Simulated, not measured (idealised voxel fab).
Herein follows the process module entitled voxel wiring stack.
Cross-section cut: width 285 nm, square cells of 5 nm.
Just so we're on the same page, the cross-sections are grids of square cells, and they're listed out in bands top to bottom, each band one or more rows deep.
In this notation a band is specified by the heights of its top and bottom, in that order and in nm, after which its materials appear from left to right, each paired with its width in nm. The word "edge to edge" attached to a single material means that material fills the band from edge to edge; the word "air" stands for empty space.
For the purposes of this specification, 0 denotes the height below which the wafer in its as-received condition is composed wholly of one material, and the lowermost band, lacking a lower limit, extends downward without end, as expressed in "0 nm and below".
Read "30 to 40" as a graded width: first number on top, second number at the bottom, same change between each pair of neighbouring rows.
A step reported as "identical to before" is a step in which no cell of the cross-section changed.
Reported under the label "Unvented internal voids" are the empty spaces having no open way to the top and comprising 8 cells or more; the notation for each is width x height at distance, in which the distance is measured from the left edge and all three values are in nm.
after a step's settings: what the simulator itself notes on the step
A step line may carry the setting "overlay nm", which, for steps involving a mask, states the distance by which the mask lay to the right of its intended position; negative values denote displacement to the left.
## So here's the lineup of process steps we planned
1. op RECEIVE | material Si
2. op CONFORMAL_DEP | material SiO2 | thk nm 15
3. op CONFORMAL_DEP | material SiN | thk nm 5
4. op DIRECTIONAL_DEP | material SiO2 | thk nm 20
5. op PATTERN | tone open | mask id METAL_1 | material resist | width nm 20 | pitch nm 45 | thk nm 20 | overlay nm 0
6. op DIRECTIONAL_ETCH | etch materials SiO2 | depth nm 20
7. op DIRECTIONAL_ETCH | etch materials SiN | depth nm 5
8. op STRIP | etch materials resist
9. op CONFORMAL_DEP | material TiN | thk nm 5
10. op FILL_DEP | material Cu | thk nm 10
11. op CMP | height nm 40
12. op CONFORMAL_DEP | material SiCN | thk nm 5
13. op DIRECTIONAL_DEP | material lowk | thk nm 15
14. op DIRECTIONAL_DEP | material aC | thk nm 10
15. op PATTERN | tone open | mask id PLUG_1 | material resist | width nm 15 | pitch nm 90 | thk nm 30 | overlay nm 0
16. op DIRECTIONAL_ETCH | etch materials aC | depth nm 10
17. op STRIP | etch materials resist
18. op DIRECTIONAL_ETCH | etch materials lowk | depth nm 15
19. op DIRECTIONAL_ETCH | etch materials SiCN | depth nm 5
20. op STRIP | etch materials aC
21. op CONFORMAL_DEP | material TiN | thk nm 5
22. op FILL_DEP | material Ru | thk nm 5
23. op CMP | height nm 60
24. op CONFORMAL_DEP | material SiCN | thk nm 5
25. op DIRECTIONAL_DEP | material lowk | thk nm 15
26. op MASKED_ETCH | tone open | mask id METAL_2 | width nm 20 | pitch nm 45 | etch materials lowk | depth nm 15 | overlay nm 0
27. op MASKED_ETCH | tone open | mask id METAL_2 | width nm 20 | pitch nm 45 | etch materials SiCN | depth nm 5 | overlay nm -15
28. op CONFORMAL_DEP | material TiN | thk nm 5
29. op FILL_DEP | material Cu | thk nm 5
30. op CMP | height nm 80
31. op EPI | material Ru | thk nm 5
32. op FILL_DEP | material SiCN | thk nm 5
Quick note for whoever runs this: the wafers start identical, but the overlay nm at step 27 isn't the same across them. The plan just shows what the first wafer had.
## First wafer of several, as received: cross-section after step 1
	0 nm and below: Si edge to edge
	Unvented internal voids: none
## Cross-section of the first of several wafers once the module has run through its last step, step 32
	90 nm to 85 nm: SiCN edge to edge
	85 nm to 80 nm: SiCN: 80 / Ru: 30 / SiCN: 15 / Ru: 30 / SiCN: 15 / Ru: 30 / SiCN: 85
	80 nm to 70 nm: lowk: 85 / TiN: 5 / Cu: 10 / TiN: 5 / lowk: 25 / TiN: 5 / Cu: 10 / TiN: 5 / lowk: 25 / TiN: 5 / Cu: 10 / TiN: 5 / lowk: 90
	70 nm to 65 nm: lowk: 85 / TiN: 20 / lowk: 25 / TiN: 20 / lowk: 25 / TiN: 20 / lowk: 90
	65 nm to 60 nm: SiCN: 85 / TiN: 5 / SiCN: 40 / TiN: 5 / SiCN: 40 / TiN: 5 / SiCN: 105
	60 nm to 45 nm: lowk: 85 / TiN: 5 / Ru: 5 / TiN: 5 / lowk: 75 / TiN: 5 / Ru: 5 / TiN: 5 / lowk: 95
	45 nm to 40 nm: SiCN: 85 / TiN: 15 / SiCN: 75 / TiN: 15 / SiCN: 95
	40 nm to 20 nm: SiO2: 85 / TiN: 5 / Cu: 10 / TiN: 5 / SiO2: 25 / TiN: 5 / Cu: 10 / TiN: 5 / SiO2: 25 / TiN: 5 / Cu: 10 / TiN: 5 / SiO2: 90
	20 nm to 15 nm: SiN: 85 / TiN: 20 / SiN: 25 / TiN: 20 / SiN: 25 / TiN: 20 / SiN: 90
	15 nm to 0 nm: SiO2 edge to edge
	0 nm and below: Si edge to edge
	Unvented internal voids: none
## End of module, last wafer sectioned
	90 nm to 85 nm: SiCN edge to edge
	85 nm to 80 nm: SiCN: 80 / Ru: 30 / SiCN: 15 / Ru: 30 / SiCN: 15 / Ru: 30 / SiCN: 85
	80 nm to 70 nm: lowk: 85 / TiN: 5 / Cu: 10 / TiN: 5 / lowk: 25 / TiN: 5 / Cu: 10 / TiN: 5 / lowk: 25 / TiN: 5 / Cu: 10 / TiN: 5 / lowk: 90
	70 nm to 65 nm: lowk: 85 / TiN: 20 / lowk: 25 / TiN: 20 / lowk: 25 / TiN: 20 / lowk: 90
	65 nm to 60 nm: SiCN: 100 / TiN: 5 / SiCN: 40 / TiN: 5 / SiCN: 40 / TiN: 5 / SiCN: 90
	60 nm to 45 nm: lowk: 85 / TiN: 5 / Ru: 5 / TiN: 5 / lowk: 75 / TiN: 5 / Ru: 5 / TiN: 5 / lowk: 95
	45 nm to 40 nm: SiCN: 85 / TiN: 15 / SiCN: 75 / TiN: 15 / SiCN: 95
	40 nm to 20 nm: SiO2: 85 / TiN: 5 / Cu: 10 / TiN: 5 / SiO2: 25 / TiN: 5 / Cu: 10 / TiN: 5 / SiO2: 25 / TiN: 5 / Cu: 10 / TiN: 5 / SiO2: 90
	20 nm to 15 nm: SiN: 85 / TiN: 20 / SiN: 25 / TiN: 20 / SiN: 25 / TiN: 20 / SiN: 90
	15 nm to 0 nm: SiO2 edge to edge
	0 nm and below: Si edge to edge
	Unvented internal voids: none
## Basically each wafer gets a line in the table, showing it at the end of the module: material by material, the cells it gained (+) or lost (-) since we got it, then its closed voids
overlay nm -15 | +36 Cu | +24 Ru | +201 SiCN | +45 SiN | +351 SiO2 | +81 TiN | +288 lowk | Unvented internal voids: none
overlay nm -10 | +36 Cu | +24 Ru | +198 SiCN | +45 SiN | +351 SiO2 | +84 TiN | +288 lowk | Unvented internal voids: none
overlay nm -5 | +39 Cu | +24 Ru | +195 SiCN | +45 SiN | +351 SiO2 | +84 TiN | +288 lowk | Unvented internal voids: none
overlay nm 0 | +42 Cu | +24 Ru | +192 SiCN | +45 SiN | +351 SiO2 | +84 TiN | +288 lowk | Unvented internal voids: none
overlay nm 5 | +39 Cu | +24 Ru | +195 SiCN | +45 SiN | +351 SiO2 | +84 TiN | +288 lowk | Unvented internal voids: none
overlay nm 10 | +36 Cu | +24 Ru | +198 SiCN | +45 SiN | +351 SiO2 | +84 TiN | +288 lowk | Unvented internal voids: none
overlay nm 15 | +36 Cu | +24 Ru | +201 SiCN | +45 SiN | +351 SiO2 | +81 TiN | +288 lowk | Unvented internal voids: none
